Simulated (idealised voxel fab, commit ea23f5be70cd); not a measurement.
You're looking at the process module voxel gate over fins.
Section cut is 185 nm wide and gridded with 5 nm square cells.
Bands, listed from the top down, are how a cross-section gets written in this document; the cross-section itself is a grid of square cells, and a band is one or more rows of them.
Basically the band line says how high the top is and how high the bottom is, in nm, and then what's in it from left to right, every material with its width in nm. Empty space shows up as "empty", and if a single material carries "full width" it runs the full band edge to edge.
Height is counted from the level 0, under which the received wafer is composed throughout of one material. The lowest of the bands is not closed at the bottom but continues downward, in the notation "0..down".
The two numbers in a width such as "30 to 40" mark its ends across the band: the first belongs to the top row of cells, the second to the bottom row, and from each row to the next the width moves by the same amount.
"nothing different" -> step changed no cross-section cell.
Listed in "Voids, fully enclosed": every empty space of 8 or more cells without an open way to the top. Form: width x height at distance, the distance being from the left edge, all in nm.
It should be noted that, on the line of a given step, the content following the step's settings is a remark produced by the simulator itself with respect to that step.
overlay nm: on a step with a mask, how far right of its planned place the mask lay; negative means left.
**The steps planned for the process are as follows**
1 op RECEIVE | material Si
2 op CONFORMAL_DEP | material SiN | thk nm 5
3 op PATTERN | tone cover | mask id FINS | material resist | width nm 15 | pitch nm 35 | thk nm 20 | overlay nm 0
4 op DIRECTIONAL_ETCH | etch materials SiN | depth nm 5
5 op DIRECTIONAL_ETCH | etch materials Si | depth nm 40
6 op STRIP | etch materials resist
7 op FILL_DEP | material SiO2 | thk nm 10
8 op CMP | height nm 5
9 op SELECTIVE_ETCH | etch materials SiO2 | depth nm 15
10 op STRIP | etch materials SiN
11 op CONFORMAL_DEP | material HfO2 | thk nm 5
12 op CONFORMAL_DEP | material TiN | thk nm 5
13 op FILL_DEP | material W | thk nm 10
14 op CMP | height nm 15
15 op CONFORMAL_DEP | material SiCN | thk nm 10
**First of two wafers, with the run carried out as planned**
**Cross-section: wafer on arrival = after step 1**
	0..down = Si full width
	Voids, fully enclosed: none
**You're looking at a cross-section of the wafer after step 2**
	5..0 = SiN full width
	At heights below 0, the structure remains unaltered.
**You're looking at a cross-section of the wafer after step 3**
	25..5 = empty: 50  resist: 15  empty: 20  resist: 15  empty: 20  resist: 15  empty: 50
	At heights below 5, the structure remains unaltered.
**You're looking at a cross-section of the wafer after step 4**
	25..5 = empty: 50  resist: 15  empty: 20  resist: 15  empty: 20  resist: 15  empty: 50
	5..0 = empty: 50  SiN: 15  empty: 20  SiN: 15  empty: 20  SiN: 15  empty: 50
	At heights below 0, the structure remains unaltered.
**You're looking at a cross-section of the wafer after step 5**
	25..5 = empty: 50  resist: 15  empty: 20  resist: 15  empty: 20  resist: 15  empty: 50
	5..0 = empty: 50  SiN: 15  empty: 20  SiN: 15  empty: 20  SiN: 15  empty: 50
	0..-40 = empty: 50  Si: 15  empty: 20  Si: 15  empty: 20  Si: 15  empty: 50
	At heights below -40, the structure remains unaltered.
**You're looking at a cross-section of the wafer after step 6**
	5..0 = empty: 50  SiN: 15  empty: 20  SiN: 15  empty: 20  SiN: 15  empty: 50
	At heights below 0, the structure remains unaltered.
**You're looking at a cross-section of the wafer after step 7**
	15..5 = SiO2 full width
	5..0 = SiO2: 50  SiN: 15  SiO2: 20  SiN: 15  SiO2: 20  SiN: 15  SiO2: 50
	0..-40 = SiO2: 50  Si: 15  SiO2: 20  Si: 15  SiO2: 20  Si: 15  SiO2: 50
	At heights below -40, the structure remains unaltered.
**You're looking at a cross-section of the wafer after step 8**
	5..0 = SiO2: 50  SiN: 15  SiO2: 20  SiN: 15  SiO2: 20  SiN: 15  SiO2: 50
	At heights below 0, the structure remains unaltered.
**You're looking at a cross-section of the wafer after step 9**
	5..0 = empty: 50  SiN: 15  empty: 20  SiN: 15  empty: 20  SiN: 15  empty: 50
	0..-10 = empty: 50  Si: 15  empty: 20  Si: 15  empty: 20  Si: 15  empty: 50
	At heights below -10, the structure remains unaltered.
**You're looking at a cross-section of the wafer after step 10**
	0..-10 = empty: 50  Si: 15  empty: 20  Si: 15  empty: 20  Si: 15  empty: 50
	At heights below -10, the structure remains unaltered.
**You're looking at a cross-section of the wafer after step 11**
	5..0 = empty: 45  HfO2: 25  empty: 10  HfO2: 25  empty: 10  HfO2: 25  empty: 45
	0..-5 = empty: 45  HfO2: 5  Si: 15  HfO2: 5  empty: 10  HfO2: 5  Si: 15  HfO2: 5  empty: 10  HfO2: 5  Si: 15  HfO2: 5  empty: 45
	-5..-10 = HfO2: 50  Si: 15  HfO2: 20  Si: 15  HfO2: 20  Si: 15  HfO2: 50
	At heights below -10, the structure remains unaltered.
**You're looking at a cross-section of the wafer after step 12**
	10..5 = empty: 40  TiN: 105  empty: 40
	5..0 = empty: 40  TiN: 5  HfO2: 25  TiN: 10  HfO2: 25  TiN: 10  HfO2: 25  TiN: 5  empty: 40
	0..-5 = TiN: 45  HfO2: 5  Si: 15  HfO2: 5  TiN: 10  HfO2: 5  Si: 15  HfO2: 5  TiN: 10  HfO2: 5  Si: 15  HfO2: 5  TiN: 45
	At heights below -5, the structure remains unaltered.
**You're looking at a cross-section of the wafer after step 13**
	20..10 = W full width
	10..5 = W: 40  TiN: 105  W: 40
	5..0 = W: 40  TiN: 5  HfO2: 25  TiN: 10  HfO2: 25  TiN: 10  HfO2: 25  TiN: 5  W: 40
	At heights below 0, the structure remains unaltered.
**You're looking at a cross-section of the wafer after step 14**
	15..10 = W full width
	At heights below 10, the structure remains unaltered.
**You're looking at a cross-section of the wafer after step 15**
	25..15 = SiCN full width
	At heights below 15, the structure remains unaltered.
**Wafer two of two - same starting point, same process plan, one mistake in execution; matches wafer one up to and including step 2**
**Second wafer at the planned finish of step 3, seen in cross-section**
	25..5 = resist: 50  empty: 15  resist: 20  empty: 15  resist: 20  empty: 15  resist: 50
	At heights below 5, the structure remains unaltered.
**Second wafer at the planned finish of step 4, seen in cross-section**
	25..5 = resist: 50  empty: 15  resist: 20  empty: 15  resist: 20  empty: 15  resist: 50
	5..0 = SiN: 50  empty: 15  SiN: 20  empty: 15  SiN: 20  empty: 15  SiN: 50
	At heights below 0, the structure remains unaltered.
**Second wafer at the planned finish of step 5, seen in cross-section**
	25..5 = resist: 50  empty: 15  resist: 20  empty: 15  resist: 20  empty: 15  resist: 50
	5..0 = SiN: 50  empty: 15  SiN: 20  empty: 15  SiN: 20  empty: 15  SiN: 50
	0..-40 = Si: 50  empty: 15  Si: 20  empty: 15  Si: 20  empty: 15  Si: 50
	At heights below -40, the structure remains unaltered.
**Second wafer at the planned finish of step 6, seen in cross-section**
	5..0 = SiN: 50  empty: 15  SiN: 20  empty: 15  SiN: 20  empty: 15  SiN: 50
	At heights below 0, the structure remains unaltered.
**Second wafer at the planned finish of step 7, seen in cross-section**
	15..5 = SiO2 full width
	5..0 = SiN: 50  SiO2: 15  SiN: 20  SiO2: 15  SiN: 20  SiO2: 15  SiN: 50
	0..-40 = Si: 50  SiO2: 15  Si: 20  SiO2: 15  Si: 20  SiO2: 15  Si: 50
	At heights below -40, the structure remains unaltered.
**Second wafer at the planned finish of step 8, seen in cross-section**
	5..0 = SiN: 50  SiO2: 15  SiN: 20  SiO2: 15  SiN: 20  SiO2: 15  SiN: 50
	At heights below 0, the structure remains unaltered.
**Second wafer at the planned finish of step 9, seen in cross-section**
	5..0 = SiN: 50  empty: 15  SiN: 20  empty: 15  SiN: 20  empty: 15  SiN: 50
	0..-10 = Si: 50  empty: 15  Si: 20  empty: 15  Si: 20  empty: 15  Si: 50
	At heights below -10, the structure remains unaltered.
**Second wafer at the planned finish of step 10, seen in cross-section**
	0..-10 = Si: 50  empty: 15  Si: 20  empty: 15  Si: 20  empty: 15  Si: 50
	At heights below -10, the structure remains unaltered.
**Second wafer at the planned finish of step 11, seen in cross-section**
	5..0 = HfO2: 55  empty: 5  HfO2: 30  empty: 5  HfO2: 30  empty: 5  HfO2: 55
	0..-5 = Si: 50  HfO2: 5  empty: 5  HfO2: 5  Si: 20  HfO2: 5  empty: 5  HfO2: 5  Si: 20  HfO2: 5  empty: 5  HfO2: 5  Si: 50
	-5..-10 = Si: 50  HfO2: 15  Si: 20  HfO2: 15  Si: 20  HfO2: 15  Si: 50
	At heights below -10, the structure remains unaltered.
**Second wafer at the planned finish of step 12, seen in cross-section**
	10..5 = TiN full width
	5..0 = HfO2: 55  TiN: 5  HfO2: 30  TiN: 5  HfO2: 30  TiN: 5  HfO2: 55
	0..-5 = Si: 50  HfO2: 5  TiN: 5  HfO2: 5  Si: 20  HfO2: 5  TiN: 5  HfO2: 5  Si: 20  HfO2: 5  TiN: 5  HfO2: 5  Si: 50
	At heights below -5, the structure remains unaltered.
**Second wafer at the planned finish of step 13, seen in cross-section**
	20..10 = W full width
	At heights below 10, the structure remains unaltered.
**Second wafer at the planned finish of step 14, seen in cross-section**
	15..10 = W full width
	At heights below 10, the structure remains unaltered.
**Second wafer at the planned finish of step 15, seen in cross-section**
	25..15 = SiCN full width
	At heights below 15, the structure remains unaltered.
What was the processing mistake? step 3 ran with different settings than intended, the actual operation and settings being op PATTERN | tone open | mask id FINS | material resist | width nm 15 | pitch nm 35 | thk nm 20 | overlay nm 0
Final tally in cells, some materials are higher or lower on the second wafer than on the first: 152 more of Si, 114 fewer of SiO2, 6 fewer of TiN, 32 fewer of W
